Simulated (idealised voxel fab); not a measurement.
Process module name: voxel gate over fins
Square cells of 5 nm make up the cross-section cut, whose width is 240 nm.
Throughout this document, each cross-section is represented as a grid of square cells and is presented as a sequence of bands enumerated from the top downward, where a band comprises one or more rows of cells.
Top, bottom (nm), then materials left to right with widths (nm); lone material tagged "throughout" fills the whole band edge to edge; "empty" = empty space.
All heights in this document are referenced to 0, defined as the level beneath which the wafer, as received, consists entirely of one material. The lowest band is not bounded below; it extends indefinitely downward and is written in the form "from 0 down".
Top row gets the first number, bottom row gets the second, and each row in between changes by the same step: that is how a band width like "30->40" works.
You'll sometimes find "nothing different" written for a step, and that's the way of saying that nowhere in the cross-section did a cell change during that step.
Voids not open to the top, 8 cells minimum: see "Enclosed void entries". Written width x height at distance; distance is from the left edge; nm.
Step line, after settings: the simulator's comment on this step.
Steps that use a mask can have "overlay nm" on their line. It says how far the mask sat to the right of where it was meant to be. Negative means to the left.

-- List of planned process steps
1: RECEIVE | material Si
2: CONFORMAL_DEP | material SiN | thk nm 5
3: DIRECTIONAL_DEP | material aC | thk nm 15
4: PATTERN | tone cover | mask id FINS | material resist | width nm 15 | pitch nm 50 | thk nm 35 | overlay nm 0
5: DIRECTIONAL_ETCH | etch materials aC | depth nm 15
6: STRIP | etch materials resist
7: DIRECTIONAL_ETCH | etch materials SiN | depth nm 5
8: DIRECTIONAL_ETCH | etch materials Si | depth nm 35
9: STRIP | etch materials aC
10: OXIDIZE | depth nm 5
11: FILL_DEP | material SiO2 | thk nm 15
12: CMP | height nm 5
13: MASKED_ETCH | tone open | mask id RAIL | width nm 15 | etch materials SiO2 | depth nm 35 | overlay nm 0
14: CONFORMAL_DEP | material TiN | thk nm 5
15: FILL_DEP | material W | thk nm 5
16: CMP | height nm 5
17: SELECTIVE_ETCH | etch materials W Ru TiN | depth nm 20
18: FILL_DEP | material SiO2 | thk nm 5
19: CMP | height nm 5
20: SELECTIVE_ETCH | etch materials SiO2 | depth nm 15
21: STRIP | etch materials SiN
22: CONFORMAL_DEP | material HfO2 | thk nm 5
23: CONFORMAL_DEP | material TiN | thk nm 5
24: CONFORMAL_DEP | material TiAl | thk nm 5
25: CONFORMAL_DEP | material TiN | thk nm 5
26: FILL_DEP | material W | thk nm 15
27: CMP | height nm 30
28: CONFORMAL_DEP | material SiCN | thk nm 5

-- So this is the incoming wafer in cross-section - it's already been through step 1
> from 0 down = Si throughout
> Enclosed void entries: none

-- Here's the cross-section of the first of our two wafers at the end of the module - it ran as planned
> from 35 to 30 = SiCN throughout
> from 30 to 20 = W throughout
> from 20 to 15 = W 70; TiN 45; W 5; TiN 45; W 75
> from 15 to 10 = W 70; TiN 5; TiAl 35; TiN 5; W 5; TiN 5; TiAl 35; TiN 5; W 75
> from 10 to 5 = TiN 75; TiAl 5; TiN 25; TiAl 5; TiN 15; TiAl 5; TiN 25; TiAl 5; TiN 80
> from 5 to 0 = TiAl 80; TiN 5; HfO2 15; TiN 5; TiAl 25; TiN 5; HfO2 15; TiN 5; TiAl 85
> from 0 to -5 = TiN 85; HfO2 5; Si 5; HfO2 5; TiN 35; HfO2 5; Si 5; HfO2 5; TiN 90
> from -5 to -10 = HfO2 90; Si 5; HfO2 45; Si 5; HfO2 95
> from -10 to -15 = SiO2 90; Si 5; SiO2 45; Si 5; SiO2 95
> from -15 to -25 = SiO2 90; Si 5; SiO2 15; TiN 5; W 5; TiN 5; SiO2 15; Si 5; SiO2 95
> from -25 to -30 = SiO2 90; Si 5; SiO2 15; TiN 15; SiO2 15; Si 5; SiO2 95
> from -30 to -40 = SiO2 90; Si 5; SiO2 45; Si 5; SiO2 95
> from -40 down = Si throughout
> Enclosed void entries: none

-- End of module, second wafer, cross-section. Started like the first, planned like the first, run with one mistake
> from 35 to 30 = SiCN throughout
> from 30 to 20 = W throughout
> from 20 to 15 = W 70; TiN 45; W 5; TiN 45; W 75
> from 15 to 10 = W 70; TiN 5; TiAl 35; TiN 5; W 5; TiN 5; TiAl 35; TiN 5; W 75
> from 10 to 5 = W 70; TiN 5; TiAl 5; TiN 25; TiAl 5; TiN 5; W 5; TiN 5; TiAl 5; TiN 25; TiAl 5; TiN 5; W 75
> from 5 to 0 = W 70; TiN 5; TiAl 5; TiN 5; HfO2 15; TiN 5; TiAl 5; TiN 15; TiAl 5; TiN 5; HfO2 15; TiN 5; TiAl 5; TiN 5; W 75
> from 0 to -5 = W 70; TiN 5; TiAl 5; TiN 5; HfO2 5; Si 5; HfO2 5; TiN 5; TiAl 25; TiN 5; HfO2 5; Si 5; HfO2 5; TiN 5; TiAl 5; TiN 5; W 75
> from -5 to -10 = TiN 75; TiAl 5; TiN 5; HfO2 5; Si 5; HfO2 5; TiN 35; HfO2 5; Si 5; HfO2 5; TiN 5; TiAl 5; TiN 80
> from -10 to -15 = TiAl 80; TiN 5; HfO2 5; Si 5; HfO2 5; TiN 5; HfO2 25; TiN 5; HfO2 5; Si 5; HfO2 5; TiN 5; TiAl 85
> from -15 to -20 = TiN 85; HfO2 5; Si 5; HfO2 5; TiN 5; HfO2 5; TiN 5; W 5; TiN 5; HfO2 5; TiN 5; HfO2 5; Si 5; HfO2 5; TiN 90
> from -20 to -25 = HfO2 90; Si 5; HfO2 15; TiN 5; W 5; TiN 5; HfO2 15; Si 5; HfO2 95
> from -25 to -30 = SiO2 90; Si 5; SiO2 15; TiN 15; SiO2 15; Si 5; SiO2 95
> from -30 to -40 = SiO2 90; Si 5; SiO2 45; Si 5; SiO2 95
> from -40 down = Si throughout
> Enclosed void entries: none
Heads up, the wafer didn't run the way we planned it: the plan had its step 20 run twice
Count the cells at the end and the second wafer has more or fewer of some materials than the first: HfO2: 16 more; SiO2: 132 fewer; TiAl: 8 more; TiN: 20 more; W: 88 more
